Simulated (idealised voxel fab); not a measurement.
Process module name: voxel capacitor over wiring
Each square cell in cross-section cut measures 5 nm, and the section as a whole is 265 nm wide.
Think of the cross-section as a grid of square cells. We describe it in bands, top to bottom, and each band covers one or more rows of those cells.
It is stipulated that each band's entry specify, in nanometres, the height of the top of the band and then that of its bottom, followed by the materials of the band in left-to-right sequence, each together with its width in nanometres. A single material marked by the word "edge to edge" is understood to fill the band from edge to edge; the word "blank" is understood to denote empty space.
Basically, 0 is our baseline, since under it the wafer straight out of the box is all one material. The bottom band has no lower end and keeps on going down, so it looks like "0..down".
Width "30..40": first value at the band's top row of cells, second value at its bottom row, equal change from row to row.
Reading "left unchanged" for a step: not a cell of the cross-section changed in it.
So "Closed voids list" is basically the list of trapped voids: any empty space of 8 cells or more that can't reach the top through an opening. They're written width x height at distance, the distance being from the left edge, and it's all nm.
Formally, on a step line, whatever follows the settings is a remark that the simulator itself makes on the step.
The "overlay nm" setting may appear on a step's line; for a step that uses a mask, it gives how far to the right of its planned position the mask lay, and a negative value indicates the left.
For the reader: what remains of this document is a series of pairs, each showing a cross-section before one process step and a cross-section after that step which reaches down only to the lowest band that changed, with the step between them and its settings set out under the pair. It should not be assumed that a pair continues from the pair above it; the pairs can come from different runs of this module on the same starting wafer, and such continuity exists only where the entry headed "Ex-ante state" says so.
Ex-ante state
    90..75  blank 90 nm, resist 60 nm, blank 115 nm
    75..70  blank 90 nm, TiN 60 nm, blank 115 nm
    70..65  blank 90 nm, HfO2 60 nm, blank 115 nm
    65..60  TiN edge to edge
    60..40  lowk 90 nm, TiN 5 nm, W 5 nm, TiN 5 nm, lowk 160 nm
    40..35  SiCN 90 nm, TiN 15 nm, SiCN 160 nm
    35..30  SiCN 80 nm, TiN 25 nm, SiCN 55 nm, TiN 25 nm, SiCN 80 nm
    30..0  SiO2 edge to edge
    0..down  Si edge to edge
    Closed voids list: none
Resulting Structure
    75..70  blank 90 nm, TiN 60 nm, blank 115 nm
    Anything lower than 70 is untouched.
    Closed voids list: none
Step taken after the before cross-section and before the after cross-section above: STRIP with etch materials resist
Ex-ante state: For the state before this step, see the after cross-section of the pair located directly above.
Resulting Structure
    90..75  blank 85 nm, resist 70 nm, blank 110 nm
    75..70  blank 85 nm, resist 5 nm, TiN 60 nm, resist 5 nm, blank 110 nm
    70..65  blank 85 nm, resist 5 nm, HfO2 60 nm, resist 5 nm, blank 110 nm
    Anything lower than 65 is untouched.
    Closed voids list: none
Step taken after the before cross-section and before the after cross-section above: PATTERN with tone cover, mask id LOWER_PLATE, material resist, width nm 70, thk nm 15, overlay nm 0
Ex-ante state: For the state before this step, see the after cross-section of the pair located directly above.
Resulting Structure
    90..75  blank 85 nm, resist 70 nm, blank 110 nm
    75..70  blank 85 nm, resist 5 nm, TiN 60 nm, resist 5 nm, blank 110 nm
    70..65  blank 85 nm, resist 5 nm, HfO2 60 nm, resist 5 nm, blank 110 nm
    65..60  blank 85 nm, TiN 70 nm, blank 110 nm
    Anything lower than 60 is untouched.
    Closed voids list: none
Step taken after the before cross-section and before the after cross-section above: DIRECTIONAL_ETCH with etch materials TiN, depth nm 5
Ex-ante state: For the state before this step, see the after cross-section of the pair located directly above.
Resulting Structure
    75..70  blank 90 nm, TiN 60 nm, blank 115 nm
    70..65  blank 90 nm, HfO2 60 nm, blank 115 nm
    Anything lower than 65 is untouched.
    Closed voids list: none
Step taken after the before cross-section and before the after cross-section above: STRIP with etch materials resist
Ex-ante state: For the state before this step, see the after cross-section of the pair located directly above.
Resulting Structure
    90..75  SiO2 edge to edge
    75..70  SiO2 90 nm, TiN 60 nm, SiO2 115 nm
    70..65  SiO2 90 nm, HfO2 60 nm, SiO2 115 nm
    65..60  SiO2 85 nm, TiN 70 nm, SiO2 110 nm
    Anything lower than 60 is untouched.
    Closed voids list: none
Step taken after the before cross-section and before the after cross-section above: FILL_DEP with material SiO2, thk nm 15
Ex-ante state: For the state before this step, see the after cross-section of the pair located directly above.
Resulting Structure
    85..75  SiO2 edge to edge
    Anything lower than 75 is untouched.
    Closed voids list: none
Step taken after the before cross-section and before the after cross-section above: CMP with height nm 85
Ex-ante state: For the state before this step, see the after cross-section of the pair located directly above.
Resulting Structure
    95..85  aC edge to edge
    Anything lower than 85 is untouched.
    Closed voids list: none
Step taken after the before cross-section and before the after cross-section above: DIRECTIONAL_DEP with material aC, thk nm 10
Ex-ante state: For the state before this step, see the after cross-section of the pair located directly above.
Resulting Structure
    125..95  resist 100 nm, blank 15 nm, resist 150 nm
    Anything lower than 95 is untouched.
    Closed voids list: none
Step taken after the before cross-section and before the after cross-section above: PATTERN with tone open, mask id PLUG_2, material resist, width nm 15, thk nm 30, overlay nm 0
Ex-ante state: For the state before this step, see the after cross-section of the pair located directly above.
Resulting Structure
    115..95  resist 100 nm, blank 15 nm, resist 150 nm
    95..85  aC 100 nm, blank 15 nm, aC 150 nm
    Anything lower than 85 is untouched.
    Closed voids list: none
Step taken after the before cross-section and before the after cross-section above: DIRECTIONAL_ETCH with etch materials aC, depth nm 10
Ex-ante state: For the state before this step, see the after cross-section of the pair located directly above.
Resulting Structure
    95..85  aC 100 nm, blank 15 nm, aC 150 nm
    Anything lower than 85 is untouched.
    Closed voids list: none
Step taken after the before cross-section and before the after cross-section above: STRIP with etch materials resist
Ex-ante state: For the state before this step, see the after cross-section of the pair located directly above.
Resulting Structure
    95..85  aC 100 nm, blank 15 nm, aC 150 nm
    85..75  SiO2 100 nm, blank 15 nm, SiO2 150 nm
    Anything lower than 75 is untouched.
    Closed voids list: none
Step taken after the before cross-section and before the after cross-section above: DIRECTIONAL_ETCH with etch materials SiO2, depth nm 10
Ex-ante state: For the state before this step, see the after cross-section of the pair located directly above.
Resulting Structure
    85..75  SiO2 100 nm, blank 15 nm, SiO2 150 nm
    Anything lower than 75 is untouched.
    Closed voids list: none
Step taken after the before cross-section and before the after cross-section above: STRIP with etch materials aC
Ex-ante state: For the state before this step, see the after cross-section of the pair located directly above.
Resulting Structure
    90..85  TiN 105 nm, blank 5 nm, TiN 155 nm
    85..80  SiO2 100 nm, TiN 5 nm, blank 5 nm, TiN 5 nm, SiO2 150 nm
    80..70  SiO2 100..90 nm, TiN 15..60 nm, SiO2 150..115 nm
    Anything lower than 70 is untouched.
    Closed voids list: none
Step taken after the before cross-section and before the after cross-section above: CONFORMAL_DEP with material TiN, thk nm 5
Ex-ante state: For the state before this step, see the after cross-section of the pair located directly above.
Resulting Structure
    100..90  Ru edge to edge
    90..85  TiN 105 nm, Ru 5 nm, TiN 155 nm
    85..80  SiO2 100 nm, TiN 5 nm, Ru 5 nm, TiN 5 nm, SiO2 150 nm
    Anything lower than 80 is untouched.
    Closed voids list: none
Step taken after the before cross-section and before the after cross-section above: FILL_DEP with material Ru, thk nm 10
Ex-ante state: For the state before this step, see the after cross-section of the pair located directly above.
Resulting Structure
    85..80  SiO2 100 nm, TiN 5 nm, Ru 5 nm, TiN 5 nm, SiO2 150 nm
    Anything lower than 80 is untouched.
    Closed voids list: none
Step taken after the before cross-section and before the after cross-section above: CMP with height nm 85
Ex-ante state: For the state before this step, see the after cross-section of the pair located directly above.
Resulting Structure
    90..85  SiCN edge to edge
    Anything lower than 85 is untouched.
    Closed voids list: none
Step taken after the before cross-section and before the after cross-section above: CONFORMAL_DEP with material SiCN, thk nm 5
Ex-ante state
    35..20  lowk 75 nm, SiCN 5 nm, W 25 nm, SiCN 5 nm, lowk 45 nm, SiCN 5 nm, W 25 nm, SiCN 5 nm, lowk 75 nm
    20..15  SiCN 80 nm, TiN 25 nm, SiCN 55 nm, TiN 25 nm, SiCN 80 nm
    15..0  SiO2 edge to edge
    0..down  Si edge to edge
    Closed voids list: none
Resulting Structure
    55..35  lowk edge to edge
    Anything lower than 35 is untouched.
    Closed voids list: none
Step taken after the before cross-section and before the after cross-section above: DIRECTIONAL_DEP with material lowk, thk nm 20
Ex-ante state: For the state before this step, see the after cross-section of the pair located directly above.
Resulting Structure
    60..55  SiCN edge to edge
    Anything lower than 55 is untouched.
    Closed voids list: none
Step taken after the before cross-section and before the after cross-section above: CONFORMAL_DEP with material SiCN, thk nm 5
Ex-ante state: For the state before this step, see the after cross-section of the pair located directly above.
Resulting Structure
    75..60  resist 90 nm, blank 15 nm, resist 160 nm
    Anything lower than 60 is untouched.
    Closed voids list: none
Step taken after the before cross-section and before the after cross-section above: PATTERN with tone open, mask id PLUG_1, material resist, width nm 15, thk nm 15, overlay nm 0
Ex-ante state: For the state before this step, see the after cross-section of the pair located directly above.
Resulting Structure
    75..60  resist 90 nm, blank 15 nm, resist 160 nm
    60..55  SiCN 90 nm, blank 15 nm, SiCN 160 nm
    Anything lower than 55 is untouched.
    Closed voids list: none
Step taken after the before cross-section and before the after cross-section above: DIRECTIONAL_ETCH with etch materials SiCN, depth nm 5
Ex-ante state: For the state before this step, see the after cross-section of the pair located directly above.
Resulting Structure
    60..55  SiCN 90 nm, blank 15 nm, SiCN 160 nm
    Anything lower than 55 is untouched.
    Closed voids list: none
Step taken after the before cross-section and before the after cross-section above: STRIP with etch materials resist
Ex-ante state: For the state before this step, see the after cross-section of the pair located directly above.
Resulting Structure
    65..60  TiN 95 nm, blank 5 nm, TiN 165 nm
    60..55  SiCN 90 nm, TiN 15 nm, SiCN 160 nm
    Anything lower than 55 is untouched.
    Closed voids list: none
Step taken after the before cross-section and before the after cross-section above: CONFORMAL_DEP with material TiN, thk nm 5
Ex-ante state: For the state before this step, see the after cross-section of the pair located directly above.
Resulting Structure
    70..65  W edge to edge
    65..60  TiN 95 nm, W 5 nm, TiN 165 nm
    Anything lower than 60 is untouched.
    Closed voids list: none
Step taken after the before cross-section and before the after cross-section above: FILL_DEP with material W, thk nm 5
Ex-ante state: For the state before this step, see the after cross-section of the pair located directly above.
Resulting Structure
    60..55  SiCN 90 nm, TiN 15 nm, SiCN 160 nm
    Anything lower than 55 is untouched.
    Closed voids list: none
Step taken after the before cross-section and before the after cross-section above: CMP with height nm 60
Ex-ante state: For the state before this step, see the after cross-section of the pair located directly above.
Resulting Structure
    65..60  TiN edge to edge
    Anything lower than 60 is untouched.
    Closed voids list: none
Step taken after the before cross-section and before the after cross-section above: DIRECTIONAL_DEP with material TiN, thk nm 5
Ex-ante state: For the state before this step, see the after cross-section of the pair located directly above.
Resulting Structure
    70..65  HfO2 edge to edge
    Anything lower than 65 is untouched.
    Closed voids list: none
Step taken after the before cross-section and before the after cross-section above: DIRECTIONAL_DEP with material HfO2, thk nm 5
Ex-ante state: For the state before this step, see the after cross-section of the pair located directly above.
Resulting Structure
    75..70  TiN edge to edge
    Anything lower than 70 is untouched.
    Closed voids list: none
Step taken after the before cross-section and before the after cross-section above: DIRECTIONAL_DEP with material TiN, thk nm 5
Ex-ante state: For the state before this step, see the after cross-section of the pair located directly above.
Resulting Structure
    90..75  blank 90 nm, resist 60 nm, blank 115 nm
    Anything lower than 75 is untouched.
    Closed voids list: none
Step taken after the before cross-section and before the after cross-section above: PATTERN with tone cover, mask id UPPER_PLATE, material resist, width nm 60, thk nm 15, overlay nm 0
Ex-ante state: For the state before this step, see the after cross-section of the pair located directly above.
Resulting Structure
    90..75  blank 90 nm, resist 60 nm, blank 115 nm
    75..70  blank 90 nm, TiN 60 nm, blank 115 nm
    Anything lower than 70 is untouched.
    Closed voids list: none
Step taken after the before cross-section and before the after cross-section above: DIRECTIONAL_ETCH with etch materials TiN, depth nm 5
Ex-ante state: For the state before this step, see the after cross-section of the pair located directly above.
Resulting Structure
    90..75  blank 90 nm, resist 60 nm, blank 115 nm
    75..70  blank 90 nm, TiN 60 nm, blank 115 nm
    70..65  blank 90 nm, HfO2 60 nm, blank 115 nm
    Anything lower than 65 is untouched.
    Closed voids list: none
Step taken after the before cross-section and before the after cross-section above: DIRECTIONAL_ETCH with etch materials HfO2, depth nm 5
Ex-ante state: For the state before this step, see the after cross-section of the pair located directly above.
Resulting Structure
    75..70  blank 90 nm, TiN 60 nm, blank 115 nm
    Anything lower than 70 is untouched.
    Closed voids list: none
Step taken after the before cross-section and before the after cross-section above: STRIP with etch materials resist
Ex-ante state: For the state before this step, see the after cross-section of the pair located directly above.
Resulting Structure
    90..75  blank 85 nm, resist 70 nm, blank 110 nm
    75..70  blank 85 nm, resist 5 nm, TiN 60 nm, resist 5 nm, blank 110 nm
    70..65  blank 85 nm, resist 5 nm, HfO2 60 nm, resist 5 nm, blank 110 nm
    Anything lower than 65 is untouched.
    Closed voids list: none
Step taken after the before cross-section and before the after cross-section above: PATTERN with tone cover, mask id LOWER_PLATE, material resist, width nm 70, thk nm 15, overlay nm 0
Ex-ante state: For the state before this step, see the after cross-section of the pair located directly above.
Resulting Structure
    90..75  blank 85 nm, resist 70 nm, blank 110 nm
    75..70  blank 85 nm, resist 5 nm, TiN 60 nm, resist 5 nm, blank 110 nm
    70..65  blank 85 nm, resist 5 nm, HfO2 60 nm, resist 5 nm, blank 110 nm
    65..60  blank 85 nm, TiN 70 nm, blank 110 nm
    Anything lower than 60 is untouched.
    Closed voids list: none
Step taken after the before cross-section and before the after cross-section above: DIRECTIONAL_ETCH with etch materials TiN, depth nm 5
Ex-ante state: For the state before this step, see the after cross-section of the pair located directly above.
Resulting Structure
    75..70  blank 90 nm, TiN 60 nm, blank 115 nm
    70..65  blank 90 nm, HfO2 60 nm, blank 115 nm
    Anything lower than 65 is untouched.
    Closed voids list: none
Step taken after the before cross-section and before the after cross-section above: STRIP with etch materials resist
Ex-ante state: For the state before this step, see the after cross-section of the pair located directly above.
Resulting Structure
    90..75  SiO2 edge to edge
    75..70  SiO2 90 nm, TiN 60 nm, SiO2 115 nm
    70..65  SiO2 90 nm, HfO2 60 nm, SiO2 115 nm
    65..60  SiO2 85 nm, TiN 70 nm, SiO2 110 nm
    Anything lower than 60 is untouched.
    Closed voids list: none
Step taken after the before cross-section and before the after cross-section above: FILL_DEP with material SiO2, thk nm 15
Ex-ante state: For the state before this step, see the after cross-section of the pair located directly above.
Resulting Structure
    85..75  SiO2 edge to edge
    Anything lower than 75 is untouched.
    Closed voids list: none
Step taken after the before cross-section and before the after cross-section above: CMP with height nm 85
Ex-ante state: For the state before this step, see the after cross-section of the pair located directly above.
Resulting Structure
    95..85  aC edge to edge
    Anything lower than 85 is untouched.
    Closed voids list: none
Step taken after the before cross-section and before the after cross-section above: DIRECTIONAL_DEP with material aC, thk nm 10
Ex-ante state: For the state before this step, see the after cross-section of the pair located directly above.
Resulting Structure
    125..95  resist 100 nm, blank 15 nm, resist 150 nm
    Anything lower than 95 is untouched.
    Closed voids list: none
Step taken after the before cross-section and before the after cross-section above: PATTERN with tone open, mask id PLUG_2, material resist, width nm 15, thk nm 30, overlay nm 0
Ex-ante state: For the state before this step, see the after cross-section of the pair located directly above.
Resulting Structure
    115..95  resist 100 nm, blank 15 nm, resist 150 nm
    95..85  aC 100 nm, blank 15 nm, aC 150 nm
    Anything lower than 85 is untouched.
    Closed voids list: none
Step taken after the before cross-section and before the after cross-section above: DIRECTIONAL_ETCH with etch materials aC, depth nm 10
Ex-ante state: For the state before this step, see the after cross-section of the pair located directly above.
Resulting Structure
    95..85  aC 100 nm, blank 15 nm, aC 150 nm
    Anything lower than 85 is untouched.
    Closed voids list: none
Step taken after the before cross-section and before the after cross-section above: STRIP with etch materials resist
Ex-ante state: For the state before this step, see the after cross-section of the pair located directly above.
Resulting Structure
    95..85  aC 100 nm, blank 15 nm, aC 150 nm
    85..75  SiO2 100 nm, blank 15 nm, SiO2 150 nm
    Anything lower than 75 is untouched.
    Closed voids list: none
Step taken after the before cross-section and before the after cross-section above: DIRECTIONAL_ETCH with etch materials SiO2, depth nm 10
Ex-ante state: For the state before this step, see the after cross-section of the pair located directly above.
Resulting Structure
    85..75  SiO2 100 nm, blank 15 nm, SiO2 150 nm
    Anything lower than 75 is untouched.
    Closed voids list: none
Step taken after the before cross-section and before the after cross-section above: STRIP with etch materials aC
Ex-ante state: For the state before this step, see the after cross-section of the pair located directly above.
Resulting Structure
    90..85  TiN 105 nm, blank 5 nm, TiN 155 nm
    85..80  SiO2 100 nm, TiN 5 nm, blank 5 nm, TiN 5 nm, SiO2 150 nm
    80..70  SiO2 100..90 nm, TiN 15..60 nm, SiO2 150..115 nm
    Anything lower than 70 is untouched.
    Closed voids list: none
Step taken after the before cross-section and before the after cross-section above: CONFORMAL_DEP with material TiN, thk nm 5
Ex-ante state: For the state before this step, see the after cross-section of the pair located directly above.
Resulting Structure
    100..90  Ru edge to edge
    90..85  TiN 105 nm, Ru 5 nm, TiN 155 nm
    85..80  SiO2 100 nm, TiN 5 nm, Ru 5 nm, TiN 5 nm, SiO2 150 nm
    Anything lower than 80 is untouched.
    Closed voids list: none
Step taken after the before cross-section and before the after cross-section above: FILL_DEP with material Ru, thk nm 10
Ex-ante state: For the state before this step, see the after cross-section of the pair located directly above.
Resulting Structure
    85..80  SiO2 100 nm, TiN 5 nm, Ru 5 nm, TiN 5 nm, SiO2 150 nm
    Anything lower than 80 is untouched.
    Closed voids list: none
Step taken after the before cross-section and before the after cross-section above: CMP with height nm 85
Ex-ante state: For the state before this step, see the after cross-section of the pair located directly above.
Resulting Structure
    90..85  SiCN edge to edge
    Anything lower than 85 is untouched.
    Closed voids list: none
Step taken after the before cross-section and before the after cross-section above: CONFORMAL_DEP with material SiCN, thk nm 5
Ex-ante state
    40..35  SiCN edge to edge
    35..20  lowk 75 nm, SiCN 5 nm, W 25 nm, SiCN 5 nm, lowk 45 nm, SiCN 5 nm, W 25 nm, SiCN 5 nm, lowk 75 nm
    20..15  SiCN 80 nm, TiN 25 nm, SiCN 55 nm, TiN 25 nm, SiCN 80 nm
    15..0  SiO2 edge to edge
    0..down  Si edge to edge
    Closed voids list: none
Resulting Structure
    50..40  lowk edge to edge
    Anything lower than 40 is untouched.
    Closed voids list: none
Step taken after the before cross-section and before the after cross-section above: DIRECTIONAL_DEP with material lowk, thk nm 10
Ex-ante state: For the state before this step, see the after cross-section of the pair located directly above.
Resulting Structure
    65..50  resist 90 nm, blank 15 nm, resist 160 nm
    Anything lower than 50 is untouched.
    Closed voids list: none
Step taken after the before cross-section and before the after cross-section above: PATTERN with tone open, mask id PLUG_1, material resist, width nm 15, thk nm 15, overlay nm 0
Ex-ante state: For the state before this step, see the after cross-section of the pair located directly above.
Resulting Structure
    65..50  resist 90 nm, blank 15 nm, resist 160 nm
    50..40  lowk 90 nm, blank 15 nm, lowk 160 nm
    Anything lower than 40 is untouched.
    Closed voids list: none
Step taken after the before cross-section and before the after cross-section above: DIRECTIONAL_ETCH with etch materials lowk, depth nm 20
Ex-ante state: For the state before this step, see the after cross-section of the pair located directly above.
Resulting Structure
    65..50  resist 90 nm, blank 15 nm, resist 160 nm
    50..40  lowk 90 nm, blank 15 nm, lowk 160 nm
    40..35  SiCN 90 nm, blank 15 nm, SiCN 160 nm
    Anything lower than 35 is untouched.
    Closed voids list: none
Step taken after the before cross-section and before the after cross-section above: DIRECTIONAL_ETCH with etch materials SiCN, depth nm 5
Ex-ante state: For the state before this step, see the after cross-section of the pair located directly above.
Resulting Structure
    50..40  lowk 90 nm, blank 15 nm, lowk 160 nm
    Anything lower than 40 is untouched.
    Closed voids list: none
Step taken after the before cross-section and before the after cross-section above: STRIP with etch materials resist
Ex-ante state: For the state before this step, see the after cross-section of the pair located directly above.
Resulting Structure
    55..50  TiN 95 nm, blank 5 nm, TiN 165 nm
    50..40  lowk 90 nm, TiN 5 nm, blank 5 nm, TiN 5 nm, lowk 160 nm
    40..35  SiCN 90 nm, TiN 15 nm, SiCN 160 nm
    Anything lower than 35 is untouched.
    Closed voids list: none
Step taken after the before cross-section and before the after cross-section above: CONFORMAL_DEP with material TiN, thk nm 5
Ex-ante state: For the state before this step, see the after cross-section of the pair located directly above.
Resulting Structure
    60..55  W edge to edge
    55..50  TiN 95 nm, W 5 nm, TiN 165 nm
    50..40  lowk 90 nm, TiN 5 nm, W 5 nm, TiN 5 nm, lowk 160 nm
    Anything lower than 40 is untouched.
    Closed voids list: none
Step taken after the before cross-section and before the after cross-section above: FILL_DEP with material W, thk nm 5
Ex-ante state: For the state before this step, see the after cross-section of the pair located directly above.
Resulting Structure
    65..60  TiN edge to edge
    Anything lower than 60 is untouched.
    Closed voids list: none
Step taken after the before cross-section and before the after cross-section above: DIRECTIONAL_DEP with material TiN, thk nm 5
Ex-ante state: For the state before this step, see the after cross-section of the pair located directly above.
Resulting Structure
    70..65  HfO2 edge to edge
    Anything lower than 65 is untouched.
    Closed voids list: none
Step taken after the before cross-section and before the after cross-section above: DIRECTIONAL_DEP with material HfO2, thk nm 5
Ex-ante state: For the state before this step, see the after cross-section of the pair located directly above.
Resulting Structure
    75..70  TiN edge to edge
    Anything lower than 70 is untouched.
    Closed voids list: none
Step taken after the before cross-section and before the after cross-section above: DIRECTIONAL_DEP with material TiN, thk nm 5
Ex-ante state: For the state before this step, see the after cross-section of the pair located directly above.
Resulting Structure
    90..75  blank 90 nm, resist 60 nm, blank 115 nm
    Anything lower than 75 is untouched.
    Closed voids list: none
Step taken after the before cross-section and before the after cross-section above: PATTERN with tone cover, mask id UPPER_PLATE, material resist, width nm 60, thk nm 15, overlay nm 0
Ex-ante state: For the state before this step, see the after cross-section of the pair located directly above.
Resulting Structure
    90..75  blank 90 nm, resist 60 nm, blank 115 nm
    75..70  blank 90 nm, TiN 60 nm, blank 115 nm
    Anything lower than 70 is untouched.
    Closed voids list: none
Step taken after the before cross-section and before the after cross-section above: DIRECTIONAL_ETCH with etch materials TiN, depth nm 5
Ex-ante state: For the state before this step, see the after cross-section of the pair located directly above.
Resulting Structure
    90..75  blank 90 nm, resist 60 nm, blank 115 nm
    75..70  blank 90 nm, TiN 60 nm, blank 115 nm
    70..65  blank 90 nm, HfO2 60 nm, blank 115 nm
    Anything lower than 65 is untouched.
    Closed voids list: none
Step taken after the before cross-section and before the after cross-section above: DIRECTIONAL_ETCH with etch materials HfO2, depth nm 5
Ex-ante state: For the state before this step, see the after cross-section of the pair located directly above.
Resulting Structure
    75..70  blank 90 nm, TiN 60 nm, blank 115 nm
    Anything lower than 70 is untouched.
    Closed voids list: none
Step taken after the before cross-section and before the after cross-section above: STRIP with etch materials resist
Ex-ante state: For the state before this step, see the after cross-section of the pair located directly above.
Resulting Structure
    90..75  blank 85 nm, resist 70 nm, blank 110 nm
    75..70  blank 85 nm, resist 5 nm, TiN 60 nm, resist 5 nm, blank 110 nm
    70..65  blank 85 nm, resist 5 nm, HfO2 60 nm, resist 5 nm, blank 110 nm
    Anything lower than 65 is untouched.
    Closed voids list: none
Step taken after the before cross-section and before the after cross-section above: PATTERN with tone cover, mask id LOWER_PLATE, material resist, width nm 70, thk nm 15, overlay nm 0
Ex-ante state: For the state before this step, see the after cross-section of the pair located directly above.
Resulting Structure
    90..75  blank 85 nm, resist 70 nm, blank 110 nm
    75..70  blank 85 nm, resist 5 nm, TiN 60 nm, resist 5 nm, blank 110 nm
    70..65  blank 85 nm, resist 5 nm, HfO2 60 nm, resist 5 nm, blank 110 nm
    65..60  blank 85 nm, TiN 70 nm, blank 110 nm
    Anything lower than 60 is untouched.
    Closed voids list: none
Step taken after the before cross-section and before the after cross-section above: DIRECTIONAL_ETCH with etch materials TiN, depth nm 5
Ex-ante state: For the state before this step, see the after cross-section of the pair located directly above.
Resulting Structure
    75..70  blank 90 nm, TiN 60 nm, blank 115 nm
    70..65  blank 90 nm, HfO2 60 nm, blank 115 nm
    Anything lower than 65 is untouched.
    Closed voids list: none
Step taken after the before cross-section and before the after cross-section above: STRIP with etch materials resist
Ex-ante state: For the state before this step, see the after cross-section of the pair located directly above.
Resulting Structure
    90..75  SiO2 edge to edge
    75..70  SiO2 90 nm, TiN 60 nm, SiO2 115 nm
    70..65  SiO2 90 nm, HfO2 60 nm, SiO2 115 nm
    65..60  SiO2 85 nm, TiN 70 nm, SiO2 110 nm
    Anything lower than 60 is untouched.
    Closed voids list: none
Step taken after the before cross-section and before the after cross-section above: FILL_DEP with material SiO2, thk nm 15
Ex-ante state: For the state before this step, see the after cross-section of the pair located directly above.
Resulting Structure
    85..75  SiO2 edge to edge
    Anything lower than 75 is untouched.
    Closed voids list: none
Step taken after the before cross-section and before the after cross-section above: CMP with height nm 85
Ex-ante state: For the state before this step, see the after cross-section of the pair located directly above.
Resulting Structure
    95..85  aC edge to edge
    Anything lower than 85 is untouched.
    Closed voids list: none
Step taken after the before cross-section and before the after cross-section above: DIRECTIONAL_DEP with material aC, thk nm 10
Ex-ante state: For the state before this step, see the after cross-section of the pair located directly above.
Resulting Structure
    125..95  resist 100 nm, blank 15 nm, resist 150 nm
    Anything lower than 95 is untouched.
    Closed voids list: none
Step taken after the before cross-section and before the after cross-section above: PATTERN with tone open, mask id PLUG_2, material resist, width nm 15, thk nm 30, overlay nm 0
Ex-ante state: For the state before this step, see the after cross-section of the pair located directly above.
Resulting Structure
    115..95  resist 100 nm, blank 15 nm, resist 150 nm
    95..85  aC 100 nm, blank 15 nm, aC 150 nm
    Anything lower than 85 is untouched.
    Closed voids list: none
Step taken after the before cross-section and before the after cross-section above: DIRECTIONAL_ETCH with etch materials aC, depth nm 10
Ex-ante state: For the state before this step, see the after cross-section of the pair located directly above.
Resulting Structure
    95..85  aC 100 nm, blank 15 nm, aC 150 nm
    Anything lower than 85 is untouched.
    Closed voids list: none
Step taken after the before cross-section and before the after cross-section above: STRIP with etch materials resist
Ex-ante state: For the state before this step, see the after cross-section of the pair located directly above.
Resulting Structure
    95..85  aC 100 nm, blank 15 nm, aC 150 nm
    85..75  SiO2 100 nm, blank 15 nm, SiO2 150 nm
    Anything lower than 75 is untouched.
    Closed voids list: none
Step taken after the before cross-section and before the after cross-section above: DIRECTIONAL_ETCH with etch materials SiO2, depth nm 10
Ex-ante state: For the state before this step, see the after cross-section of the pair located directly above.
Resulting Structure
    85..75  SiO2 100 nm, blank 15 nm, SiO2 150 nm
    Anything lower than 75 is untouched.
    Closed voids list: none
Step taken after the before cross-section and before the after cross-section above: STRIP with etch materials aC
Ex-ante state: For the state before this step, see the after cross-section of the pair located directly above.
Resulting Structure
    90..85  TiN 105 nm, blank 5 nm, TiN 155 nm
    85..80  SiO2 100 nm, TiN 5 nm, blank 5 nm, TiN 5 nm, SiO2 150 nm
    80..70  SiO2 100..90 nm, TiN 15..60 nm, SiO2 150..115 nm
    Anything lower than 70 is untouched.
    Closed voids list: none
Step taken after the before cross-section and before the after cross-section above: CONFORMAL_DEP with material TiN, thk nm 5
Ex-ante state: For the state before this step, see the after cross-section of the pair located directly above.
Resulting Structure
    100..90  Ru edge to edge
    90..85  TiN 105 nm, Ru 5 nm, TiN 155 nm
    85..80  SiO2 100 nm, TiN 5 nm, Ru 5 nm, TiN 5 nm, SiO2 150 nm
    Anything lower than 80 is untouched.
    Closed voids list: none
Step taken after the before cross-section and before the after cross-section above: FILL_DEP with material Ru, thk nm 10
Ex-ante state: For the state before this step, see the after cross-section of the pair located directly above.
Resulting Structure
    85..80  SiO2 100 nm, TiN 5 nm, Ru 5 nm, TiN 5 nm, SiO2 150 nm
    Anything lower than 80 is untouched.
    Closed voids list: none
Step taken after the before cross-section and before the after cross-section above: CMP with height nm 85
Ex-ante state: For the state before this step, see the after cross-section of the pair located directly above.
Resulting Structure
    90..85  SiCN edge to edge
    Anything lower than 85 is untouched.
    Closed voids list: none
Step taken after the before cross-section and before the after cross-section above: CONFORMAL_DEP with material SiCN, thk nm 5
Ex-ante state
    75..70  blank 90 nm, TiN 60 nm, blank 115 nm
    70..65  blank 90 nm, HfO2 60 nm, blank 115 nm
    65..60  TiN edge to edge
    60..40  lowk 90 nm, TiN 5 nm, W 5 nm, TiN 5 nm, lowk 160 nm
    40..35  SiCN 90 nm, TiN 15 nm, SiCN 160 nm
    35..20  lowk 75 nm, SiCN 5 nm, W 25 nm, SiCN 5 nm, lowk 45 nm, SiCN 5 nm, W 25 nm, SiCN 5 nm, lowk 75 nm
    20..15  SiCN 80 nm, TiN 25 nm, SiCN 55 nm, TiN 25 nm, SiCN 80 nm
    15..0  SiO2 edge to edge
    0..down  Si edge to edge
    Closed voids list: none
Resulting Structure
    90..75  blank 80 nm, resist 80 nm, blank 105 nm
    75..70  blank 80 nm, resist 10 nm, TiN 60 nm, resist 10 nm, blank 105 nm
    70..65  blank 80 nm, resist 10 nm, HfO2 60 nm, resist 10 nm, blank 105 nm
    Anything lower than 65 is untouched.
    Closed voids list: none
Step taken after the before cross-section and before the after cross-section above: PATTERN with tone cover, mask id LOWER_PLATE, material resist, width nm 80, thk nm 15, overlay nm 0
Ex-ante state: For the state before this step, see the after cross-section of the pair located directly above.
Resulting Structure
    90..75  blank 80 nm, resist 80 nm, blank 105 nm
    75..70  blank 80 nm, resist 10 nm, TiN 60 nm, resist 10 nm, blank 105 nm
    70..65  blank 80 nm, resist 10 nm, HfO2 60 nm, resist 10 nm, blank 105 nm
    65..60  blank 80 nm, TiN 80 nm, blank 105 nm
    Anything lower than 60 is untouched.
    Closed voids list: none
Step taken after the before cross-section and before the after cross-section above: DIRECTIONAL_ETCH with etch materials TiN, depth nm 5
Ex-ante state: For the state before this step, see the after cross-section of the pair located directly above.
Resulting Structure
    75..70  blank 90 nm, TiN 60 nm, blank 115 nm
    70..65  blank 90 nm, HfO2 60 nm, blank 115 nm
    Anything lower than 65 is untouched.
    Closed voids list: none
Step taken after the before cross-section and before the after cross-section above: STRIP with etch materials resist
Ex-ante state: For the state before this step, see the after cross-section of the pair located directly above.
Resulting Structure
    90..75  SiO2 edge to edge
    75..70  SiO2 90 nm, TiN 60 nm, SiO2 115 nm
    70..65  SiO2 90 nm, HfO2 60 nm, SiO2 115 nm
    65..60  SiO2 80 nm, TiN 80 nm, SiO2 105 nm
    Anything lower than 60 is untouched.
    Closed voids list: none
Step taken after the before cross-section and before the after cross-section above: FILL_DEP with material SiO2, thk nm 15
Ex-ante state: For the state before this step, see the after cross-section of the pair located directly above.
Resulting Structure
    85..75  SiO2 edge to edge
    Anything lower than 75 is untouched.
    Closed voids list: none
Step taken after the before cross-section and before the after cross-section above: CMP with height nm 85
Ex-ante state: For the state before this step, see the after cross-section of the pair located directly above.
Resulting Structure
    95..85  aC edge to edge
    Anything lower than 85 is untouched.
    Closed voids list: none
Step taken after the before cross-section and before the after cross-section above: DIRECTIONAL_DEP with material aC, thk nm 10
